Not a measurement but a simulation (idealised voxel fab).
The name of this process module is voxel self aligned contacts.
It is cross-section cut that appears here, measuring 300 nm in width, its square cells being 5 nm in size.
Square cells in a grid make up a cross-section in this document, and the grid is given as bands, listed from the top down, each one or more rows of cells. A band entry consists of two parts. The first gives the height of the band's top and the height of its bottom, in nm. The rest lists the band's materials from left to right, each with its width in nm. A single material labelled with the word "edge to edge" fills the band from edge to edge, and the word "air" marks empty space. The reference from which all heights are counted is 0, the level beneath which the as-received wafer is entirely one material; the lowest band, having no lower bound, proceeds downward and is written after the example "z 0 and below". The two numbers in a width such as "30->40" mark its ends across the band: the first belongs to the top row of cells, the second to the bottom row, and from each row to the next the width moves by the same amount. Step marked "nothing was modified"? Then no cell in the cross-section changed in it. Entry "Sealed void listing" = empty spaces >= 8 cells with no open way to the top; each as width x height at distance, distance from left edge, all nm. If you see something after the settings on a step's line, that's the simulator's own remark about that step. A step line may carry the setting "overlay nm", which, for steps involving a mask, states the distance by which the mask lay to the right of its intended position; negative values denote displacement to the left.
THIS SECTION LISTS THE PROCESS STEPS THAT WERE PLANNED
1. RECEIVE | material Si
2. CONFORMAL_DEP | material SiO2 | thk nm 5
3. DIRECTIONAL_DEP | material polySi | thk nm 20
4. DIRECTIONAL_DEP | material SiN | thk nm 15
5. PATTERN | tone cover | mask id GATE | material resist | width nm 25 | pitch nm 60 | thk nm 15 | overlay nm 0
6. DIRECTIONAL_ETCH | etch materials SiN | depth nm 15
7. DIRECTIONAL_ETCH | etch materials polySi | depth nm 20
8. STRIP | etch materials resist
9. CONFORMAL_DEP | material SiN | thk nm 5
10. DIRECTIONAL_ETCH | etch materials SiN | depth nm 5
11. FILL_DEP | material SiO2 | thk nm 15
12. CMP | height nm 50
13. PATTERN | tone open | mask id CONTACT | material resist | width nm 45 | pitch nm 60 | thk nm 15 | overlay nm 0
14. DIRECTIONAL_ETCH | etch materials SiO2 | depth nm 50
15. STRIP | etch materials resist
16. CONFORMAL_DEP | material TiN | thk nm 5
17. FILL_DEP | material W | thk nm 10
18. CMP | height nm 50
19. CONFORMAL_DEP | material SiCN | thk nm 5
FIRST WAFER, AS PLANNED
INCOMING WAFER IN CROSS-SECTION (STATE: AFTER STEP 1)
* z 0 and below: Si edge to edge
* Sealed void listing: none
STEP 2 DONE - WAFER CROSS-SECTION
* z 5 to 0: SiO2 edge to edge
* Under the height 0 nothing was changed.
STEP 3 DONE - WAFER CROSS-SECTION
* z 25 to 5: polySi edge to edge
* Under the height 5 nothing was changed.
STEP 4 DONE - WAFER CROSS-SECTION
* z 40 to 25: SiN edge to edge
* Under the height 25 nothing was changed.
STEP 5 DONE - WAFER CROSS-SECTION
* z 55 to 40: air 75 nm / resist 25 nm / air 35 nm / resist 25 nm / air 35 nm / resist 25 nm / air 80 nm
* Under the height 40 nothing was changed.
STEP 6 DONE - WAFER CROSS-SECTION
* z 55 to 40: air 75 nm / resist 25 nm / air 35 nm / resist 25 nm / air 35 nm / resist 25 nm / air 80 nm
* z 40 to 25: air 75 nm / SiN 25 nm / air 35 nm / SiN 25 nm / air 35 nm / SiN 25 nm / air 80 nm
* Under the height 25 nothing was changed.
STEP 7 DONE - WAFER CROSS-SECTION
* z 55 to 40: air 75 nm / resist 25 nm / air 35 nm / resist 25 nm / air 35 nm / resist 25 nm / air 80 nm
* z 40 to 25: air 75 nm / SiN 25 nm / air 35 nm / SiN 25 nm / air 35 nm / SiN 25 nm / air 80 nm
* z 25 to 5: air 75 nm / polySi 25 nm / air 35 nm / polySi 25 nm / air 35 nm / polySi 25 nm / air 80 nm
* Under the height 5 nothing was changed.
STEP 8 DONE - WAFER CROSS-SECTION
* z 40 to 25: air 75 nm / SiN 25 nm / air 35 nm / SiN 25 nm / air 35 nm / SiN 25 nm / air 80 nm
* Under the height 25 nothing was changed.
STEP 9 DONE - WAFER CROSS-SECTION
* z 45 to 25: air 70 nm / SiN 35 nm / air 25 nm / SiN 35 nm / air 25 nm / SiN 35 nm / air 75 nm
* z 25 to 10: air 70 nm / SiN 5 nm / polySi 25 nm / SiN 5 nm / air 25 nm / SiN 5 nm / polySi 25 nm / SiN 5 nm / air 25 nm / SiN 5 nm / polySi 25 nm / SiN 5 nm / air 75 nm
* z 10 to 5: SiN 75 nm / polySi 25 nm / SiN 35 nm / polySi 25 nm / SiN 35 nm / polySi 25 nm / SiN 80 nm
* Under the height 5 nothing was changed.
STEP 10 DONE - WAFER CROSS-SECTION
* z 40 to 25: air 70 nm / SiN 35 nm / air 25 nm / SiN 35 nm / air 25 nm / SiN 35 nm / air 75 nm
* z 25 to 5: air 70 nm / SiN 5 nm / polySi 25 nm / SiN 5 nm / air 25 nm / SiN 5 nm / polySi 25 nm / SiN 5 nm / air 25 nm / SiN 5 nm / polySi 25 nm / SiN 5 nm / air 75 nm
* Under the height 5 nothing was changed.
STEP 11 DONE - WAFER CROSS-SECTION
* z 55 to 40: SiO2 edge to edge
* z 40 to 25: SiO2 70 nm / SiN 35 nm / SiO2 25 nm / SiN 35 nm / SiO2 25 nm / SiN 35 nm / SiO2 75 nm
* z 25 to 5: SiO2 70 nm / SiN 5 nm / polySi 25 nm / SiN 5 nm / SiO2 25 nm / SiN 5 nm / polySi 25 nm / SiN 5 nm / SiO2 25 nm / SiN 5 nm / polySi 25 nm / SiN 5 nm / SiO2 75 nm
* Under the height 5 nothing was changed.
STEP 12 DONE - WAFER CROSS-SECTION
* z 50 to 40: SiO2 edge to edge
* Under the height 40 nothing was changed.
STEP 13 DONE - WAFER CROSS-SECTION
* z 65 to 50: resist 95 nm / air 45 nm / resist 15 nm / air 45 nm / resist 100 nm
* Under the height 50 nothing was changed.
STEP 14 DONE - WAFER CROSS-SECTION
* z 65 to 50: resist 95 nm / air 45 nm / resist 15 nm / air 45 nm / resist 100 nm
* z 50 to 40: SiO2 95 nm / air 45 nm / SiO2 15 nm / air 45 nm / SiO2 100 nm
* z 40 to 25: SiO2 70 nm / SiN 35 nm / air 25 nm / SiN 35 nm / air 25 nm / SiN 35 nm / SiO2 75 nm
* z 25 to 5: SiO2 70 nm / SiN 5 nm / polySi 25 nm / SiN 5 nm / air 25 nm / SiN 5 nm / polySi 25 nm / SiN 5 nm / air 25 nm / SiN 5 nm / polySi 25 nm / SiN 5 nm / SiO2 75 nm
* z 5 to 0: SiO2 105 nm / air 25 nm / SiO2 35 nm / air 25 nm / SiO2 110 nm
* Under the height 0 nothing was changed.
STEP 15 DONE - WAFER CROSS-SECTION
* z 50 to 40: SiO2 95 nm / air 45 nm / SiO2 15 nm / air 45 nm / SiO2 100 nm
* Under the height 40 nothing was changed.
STEP 16 DONE - WAFER CROSS-SECTION
* z 55 to 50: TiN 100 nm / air 35 nm / TiN 25 nm / air 35 nm / TiN 105 nm
* z 50 to 40: SiO2 95 nm / TiN 5->15 nm / air 35->15 nm / TiN 5->15 nm / SiO2 15 nm / TiN 5->15 nm / air 35->15 nm / TiN 5->15 nm / SiO2 100 nm
* z 40 to 25: SiO2 70 nm / SiN 35 nm / TiN 5 nm / air 15 nm / TiN 5 nm / SiN 35 nm / TiN 5 nm / air 15 nm / TiN 5 nm / SiN 35 nm / SiO2 75 nm
* z 25 to 5: SiO2 70 nm / SiN 5 nm / polySi 25 nm / SiN 5 nm / TiN 5 nm / air 15 nm / TiN 5 nm / SiN 5 nm / polySi 25 nm / SiN 5 nm / TiN 5 nm / air 15 nm / TiN 5 nm / SiN 5 nm / polySi 25 nm / SiN 5 nm / SiO2 75 nm
* z 5 to 0: SiO2 105 nm / TiN 25 nm / SiO2 35 nm / TiN 25 nm / SiO2 110 nm
* Under the height 0 nothing was changed.
STEP 17 DONE - WAFER CROSS-SECTION
* z 65 to 55: W edge to edge
* z 55 to 50: TiN 100 nm / W 35 nm / TiN 25 nm / W 35 nm / TiN 105 nm
* z 50 to 40: SiO2 95 nm / TiN 5->15 nm / W 35->15 nm / TiN 5->15 nm / SiO2 15 nm / TiN 5->15 nm / W 35->15 nm / TiN 5->15 nm / SiO2 100 nm
* z 40 to 25: SiO2 70 nm / SiN 35 nm / TiN 5 nm / W 15 nm / TiN 5 nm / SiN 35 nm / TiN 5 nm / W 15 nm / TiN 5 nm / SiN 35 nm / SiO2 75 nm
* z 25 to 5: SiO2 70 nm / SiN 5 nm / polySi 25 nm / SiN 5 nm / TiN 5 nm / W 15 nm / TiN 5 nm / SiN 5 nm / polySi 25 nm / SiN 5 nm / TiN 5 nm / W 15 nm / TiN 5 nm / SiN 5 nm / polySi 25 nm / SiN 5 nm / SiO2 75 nm
* Under the height 5 nothing was changed.
STEP 18 DONE - WAFER CROSS-SECTION
* z 50 to 40: SiO2 95 nm / TiN 5->15 nm / W 35->15 nm / TiN 5->15 nm / SiO2 15 nm / TiN 5->15 nm / W 35->15 nm / TiN 5->15 nm / SiO2 100 nm
* Under the height 40 nothing was changed.
STEP 19 DONE - WAFER CROSS-SECTION
* z 55 to 50: SiCN edge to edge
* Under the height 50 nothing was changed.
NOW THE OTHER WAFER: SAME START, SAME RECIPE, BUT WE MESSED UP ONE THING WHEN RUNNING IT. UP TO AND INCLUDING STEP 12 IT'S THE SAME AS THE FIRST ONE
SECOND WAFER, CROSS-SECTION, PLANNED END OF STEP 13
* z 65 to 50: resist 100 nm / air 40 nm / resist 20 nm / air 40 nm / resist 100 nm
* Under the height 50 nothing was changed.
SECOND WAFER, CROSS-SECTION, PLANNED END OF STEP 14
* z 65 to 50: resist 100 nm / air 40 nm / resist 20 nm / air 40 nm / resist 100 nm
* z 50 to 40: SiO2 100 nm / air 40 nm / SiO2 20 nm / air 40 nm / SiO2 100 nm
* z 40 to 25: SiO2 70 nm / SiN 35 nm / air 25 nm / SiN 35 nm / air 25 nm / SiN 35 nm / SiO2 75 nm
* z 25 to 5: SiO2 70 nm / SiN 5 nm / polySi 25 nm / SiN 5 nm / air 25 nm / SiN 5 nm / polySi 25 nm / SiN 5 nm / air 25 nm / SiN 5 nm / polySi 25 nm / SiN 5 nm / SiO2 75 nm
* z 5 to 0: SiO2 105 nm / air 25 nm / SiO2 35 nm / air 25 nm / SiO2 110 nm
* Under the height 0 nothing was changed.
SECOND WAFER, CROSS-SECTION, PLANNED END OF STEP 15
* z 50 to 40: SiO2 100 nm / air 40 nm / SiO2 20 nm / air 40 nm / SiO2 100 nm
* Under the height 40 nothing was changed.
SECOND WAFER, CROSS-SECTION, PLANNED END OF STEP 16
* z 55 to 50: TiN 105 nm / air 30 nm / TiN 30 nm / air 30 nm / TiN 105 nm
* z 50 to 40: SiO2 100 nm / TiN 5->10 nm / air 30->15 nm / TiN 5->15 nm / SiO2 20 nm / TiN 5->10 nm / air 30->15 nm / TiN 5->15 nm / SiO2 100 nm
* z 40 to 25: SiO2 70 nm / SiN 35 nm / TiN 5 nm / air 15 nm / TiN 5 nm / SiN 35 nm / TiN 5 nm / air 15 nm / TiN 5 nm / SiN 35 nm / SiO2 75 nm
* z 25 to 5: SiO2 70 nm / SiN 5 nm / polySi 25 nm / SiN 5 nm / TiN 5 nm / air 15 nm / TiN 5 nm / SiN 5 nm / polySi 25 nm / SiN 5 nm / TiN 5 nm / air 15 nm / TiN 5 nm / SiN 5 nm / polySi 25 nm / SiN 5 nm / SiO2 75 nm
* z 5 to 0: SiO2 105 nm / TiN 25 nm / SiO2 35 nm / TiN 25 nm / SiO2 110 nm
* Under the height 0 nothing was changed.
SECOND WAFER, CROSS-SECTION, PLANNED END OF STEP 17
* z 65 to 55: W edge to edge
* z 55 to 50: TiN 105 nm / W 30 nm / TiN 30 nm / W 30 nm / TiN 105 nm
* z 50 to 40: SiO2 100 nm / TiN 5->10 nm / W 30->15 nm / TiN 5->15 nm / SiO2 20 nm / TiN 5->10 nm / W 30->15 nm / TiN 5->15 nm / SiO2 100 nm
* z 40 to 25: SiO2 70 nm / SiN 35 nm / TiN 5 nm / W 15 nm / TiN 5 nm / SiN 35 nm / TiN 5 nm / W 15 nm / TiN 5 nm / SiN 35 nm / SiO2 75 nm
* z 25 to 5: SiO2 70 nm / SiN 5 nm / polySi 25 nm / SiN 5 nm / TiN 5 nm / W 15 nm / TiN 5 nm / SiN 5 nm / polySi 25 nm / SiN 5 nm / TiN 5 nm / W 15 nm / TiN 5 nm / SiN 5 nm / polySi 25 nm / SiN 5 nm / SiO2 75 nm
* Under the height 5 nothing was changed.
SECOND WAFER, CROSS-SECTION, PLANNED END OF STEP 18
* z 50 to 40: SiO2 100 nm / TiN 5->10 nm / W 30->15 nm / TiN 5->15 nm / SiO2 20 nm / TiN 5->10 nm / W 30->15 nm / TiN 5->15 nm / SiO2 100 nm
* Under the height 40 nothing was changed.
SECOND WAFER, CROSS-SECTION, PLANNED END OF STEP 19
* z 55 to 50: SiCN edge to edge
* Under the height 50 nothing was changed.
Error vs. plan: step 13 did not use the planned setting and instead ran as PATTERN | tone open | mask id CONTACT | material resist | width nm 40 | pitch nm 60 | thk nm 15 | overlay nm 0
Final difference in cells, second wafer against first, listed per material as more or fewer: 4 more of SiO2, 2 fewer of TiN, 2 fewer of W
